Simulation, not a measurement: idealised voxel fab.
Process module under the name voxel transistor to metal
Square cell edge 5 nm, section width 180 nm, ID cut.
Cross-section, as written here: a square-cell grid given band by band from the top down, where a band holds one or more rows of cells. Band entry format. Leading values: height of top, height of bottom, nm. Remainder: materials in left-to-right order, each with its width in nm. Special words: "throughout" on a single material, which then fills the band edge to edge; "air", empty space. Convention: height 0 is the level below which the wafer, as received, is all one material. The lowest band does not terminate at the bottom but continues downward, represented as "from 0 down". The two numbers in a width such as "30..40" mark its ends across the band: the first belongs to the top row of cells, the second to the bottom row, and from each row to the next the width moves by the same amount. Basically "nothing was modified" means that step didn't change any cell in the cross-section. The list in "Closed voids list" covers empty spaces of 8 cells or more that cannot reach the top through any open way, and it gives each as width x height at distance; the distance is from the left edge, and width, height and distance are in nm. Post-settings text on a step line: simulator's own remark regarding the step. Each step line may optionally specify "overlay nm", which for a step with a mask gives the rightward distance between the mask's planned place and where it lay, a negative value indicating the leftward direction.
SET OUT BELOW ARE THE PLANNED STEPS OF THE PROCESS
1. RECEIVE,material Si
2. OXIDIZE,depth nm 5
3. CONFORMAL_DEP,material SiN,thk nm 15
4. DIRECTIONAL_DEP,material aC,thk nm 10
5. PATTERN,tone cover,mask id ACTIVE,material resist,width nm 110,thk nm 30,overlay nm 0
6. DIRECTIONAL_ETCH,etch materials aC,depth nm 10
7. STRIP,etch materials resist
8. DIRECTIONAL_ETCH,etch materials SiN,depth nm 15
9. DIRECTIONAL_ETCH,etch materials SiO2,depth nm 5
10. DIRECTIONAL_ETCH,etch materials Si,depth nm 30
11. STRIP,etch materials aC
12. FILL_DEP,material SiO2,thk nm 5
13. CMP,height nm 15
14. SELECTIVE_ETCH,etch materials SiO2,depth nm 10
15. STRIP,etch materials SiN
16. SELECTIVE_ETCH,etch materials SiO2,depth nm 5
17. OXIDIZE,depth nm 5
18. DIRECTIONAL_DEP,material polySi,thk nm 20
19. DIRECTIONAL_DEP,material SiCN,thk nm 15
20. PATTERN,tone cover,mask id GATE,material resist,width nm 30,thk nm 15,overlay nm 0
21. DIRECTIONAL_ETCH,etch materials SiCN,depth nm 25
22. DIRECTIONAL_ETCH,etch materials polySi,depth nm 30
23. STRIP,etch materials resist
24. CONFORMAL_DEP,material SiO2,thk nm 5
25. DIRECTIONAL_ETCH,etch materials SiO2,depth nm 5
26. CONFORMAL_DEP,material SiN,thk nm 5
27. DIRECTIONAL_ETCH,etch materials SiN,depth nm 5
28. DIRECTIONAL_ETCH,etch materials SiO2,depth nm 5
29. EPI,material nSi,thk nm 5
30. FILL_DEP,material SiO2,thk nm 10
31. CMP,height nm 15
32. STRIP,etch materials polySi
33. SELECTIVE_ETCH,etch materials SiO2,depth nm 5
34. CONFORMAL_DEP,material HfO2,thk nm 5
35. CONFORMAL_DEP,material TiN,thk nm 5
36. FILL_DEP,material W,thk nm 10
37. CMP,height nm 10
38. DIRECTIONAL_DEP,material SiO2,thk nm 10
39. PATTERN,tone open,mask id CONTACT,material resist,width nm 20,pitch nm 80,thk nm 15,overlay nm 0
40. DIRECTIONAL_ETCH,etch materials SiO2,depth nm 25
41. STRIP,etch materials resist
42. CONFORMAL_DEP,material TiN,thk nm 5
43. FILL_DEP,material W,thk nm 10
44. CMP,height nm 20
45. DIRECTIONAL_DEP,material TiN,thk nm 5
46. DIRECTIONAL_DEP,material W,thk nm 20
47. DIRECTIONAL_DEP,material aC,thk nm 10
48. PATTERN,tone cover,mask id METAL_1,material resist,width nm 20,pitch nm 80,thk nm 25,overlay nm 0
49. DIRECTIONAL_ETCH,etch materials aC,depth nm 10
50. STRIP,etch materials resist
51. DIRECTIONAL_ETCH,etch materials W,depth nm 20
52. DIRECTIONAL_ETCH,etch materials TiN,depth nm 5
53. STRIP,etch materials aC
54. FILL_DEP,material SiO2,thk nm 10
55. CMP,height nm 45
56. CONFORMAL_DEP,material SiCN,thk nm 5
57. DIRECTIONAL_DEP,material lowk,thk nm 35
58. MASKED_ETCH,tone open,mask id METAL_2,width nm 20,pitch nm 80,etch materials lowk,depth nm 20,overlay nm 0
59. PATTERN,tone open,mask id METAL_2_HOLES,material resist,width nm 15,pitch nm 80,thk nm 20,overlay nm 0
60. DIRECTIONAL_ETCH,etch materials lowk,depth nm 15
61. DIRECTIONAL_ETCH,etch materials SiCN,depth nm 5
62. STRIP,etch materials resist
63. CONFORMAL_DEP,material TiN,thk nm 5
64. FILL_DEP,material Cu,thk nm 5
65. CMP,height nm 85
66. CONFORMAL_DEP,material SiCN,thk nm 5
CROSS-SECTION OF THE WAFER AT RECEIPT, WHICH IS THE CONDITION AFTER STEP 1
  from 0 down | Si throughout
  Closed voids list: none
FIRST WAFER OF TWO, SECTIONED AT END OF MODULE; RUN WENT PER PLAN
  from 90 to 85 | SiCN throughout
  from 85 to 70 | lowk (40) | TiN (5) | Cu (10) | TiN (5) | lowk (60) | TiN (5) | Cu (10) | TiN (5) | lowk (40)
  from 70 to 65 | lowk (40) | TiN (5) | Cu (5) | TiN (10) | lowk (60) | TiN (5) | Cu (5) | TiN (10) | lowk (40)
  from 65 to 50 | lowk (40) | TiN (5) | Cu (5) | TiN (5) | lowk (65) | TiN (5) | Cu (5) | TiN (5) | lowk (45)
  from 50 to 45 | SiCN (40) | TiN (15) | SiCN (65) | TiN (15) | SiCN (45)
  from 45 to 25 | SiO2 (40) | W (20) | SiO2 (60) | W (20) | SiO2 (40)
  from 25 to 20 | SiO2 (40) | TiN (20) | SiO2 (60) | TiN (20) | SiO2 (40)
  from 20 to 10 | SiO2 (40) | TiN (5) | W (10) | TiN (5) | SiO2 (60) | TiN (5) | W (10) | TiN (5) | SiO2 (40)
  from 10 to 0 | SiO2 (40) | TiN (5) | W (10) | TiN (5) | SiO2 (5) | SiN (5) | HfO2 (5) | TiN (5) | W (20) | TiN (5) | HfO2 (5) | SiN (5) | SiO2 (5) | TiN (5) | W (10) | TiN (5) | SiO2 (40)
  from 0 to -5 | SiO2 (35) | SiN (5) | TiN (20) | SiO2 (5) | SiN (5) | HfO2 (5) | TiN (30) | HfO2 (5) | SiN (5) | SiO2 (5) | TiN (20) | SiN (5) | SiO2 (35)
  from -5 to -10 | SiO2 (40) | nSi (25) | SiO2 (5) | HfO2 (40) | SiO2 (5) | nSi (25) | SiO2 (40)
  from -10 to -35 | SiO2 (35) | Si (110) | SiO2 (35)
  from -35 down | Si throughout
  Closed voids list: none
PRESENTED HERE IS A CROSS-SECTION OF THE SECOND OF THE TWO WAFERS AS IT STOOD AT THE END OF THE MODULE. IT WAS STARTED IN THE SAME MANNER AND ASSIGNED THE SAME PLAN AS THE FIRST WAFER; HOWEVER, ONE MISTAKE WAS MADE IN ITS EXECUTION
  from 90 to 85 | SiCN throughout
  from 85 to 70 | lowk (40) | TiN (5) | Cu (10) | TiN (5) | lowk (60) | TiN (5) | Cu (10) | TiN (5) | lowk (40)
  from 70 to 65 | lowk (40) | TiN (5) | Cu (5) | TiN (10) | lowk (60) | TiN (5) | Cu (5) | TiN (10) | lowk (40)
  from 65 to 50 | lowk (40) | TiN (5) | Cu (5) | TiN (5) | lowk (65) | TiN (5) | Cu (5) | TiN (5) | lowk (45)
  from 50 to 45 | SiCN (40) | TiN (15) | SiCN (65) | TiN (15) | SiCN (45)
  from 45 to 35 | SiO2 (40) | W (20) | SiO2 (60) | W (20) | SiO2 (40)
  from 35 to 30 | SiO2 (40) | TiN (20) | SiO2 (60) | TiN (20) | SiO2 (40)
  from 30 to 25 | W throughout
  from 25 to 20 | TiN (45) | W (10) | TiN (70) | W (10) | TiN (45)
  from 20 to 10 | SiO2 (40) | TiN (5) | W (10) | TiN (5) | SiO2 (60) | TiN (5) | W (10) | TiN (5) | SiO2 (40)
  from 10 to 0 | SiO2 (40) | TiN (5) | W (10) | TiN (5) | SiO2 (5) | SiN (5) | HfO2 (5) | TiN (5) | W (20) | TiN (5) | HfO2 (5) | SiN (5) | SiO2 (5) | TiN (5) | W (10) | TiN (5) | SiO2 (40)
  from 0 to -5 | SiO2 (35) | SiN (5) | TiN (20) | SiO2 (5) | SiN (5) | HfO2 (5) | TiN (30) | HfO2 (5) | SiN (5) | SiO2 (5) | TiN (20) | SiN (5) | SiO2 (35)
  from -5 to -10 | SiO2 (40) | nSi (25) | SiO2 (5) | HfO2 (40) | SiO2 (5) | nSi (25) | SiO2 (40)
  from -10 to -35 | SiO2 (35) | Si (110) | SiO2 (35)
  from -35 down | Si throughout
  Closed voids list: none
Which mistake was made when the wafer was run? in deviation from the planned setting, step 44 was conducted as CMP,height nm 30
Heads up, by the end the second wafer has more or fewer cells of some materials compared to the first: -56 SiO2, +32 TiN, +24 W
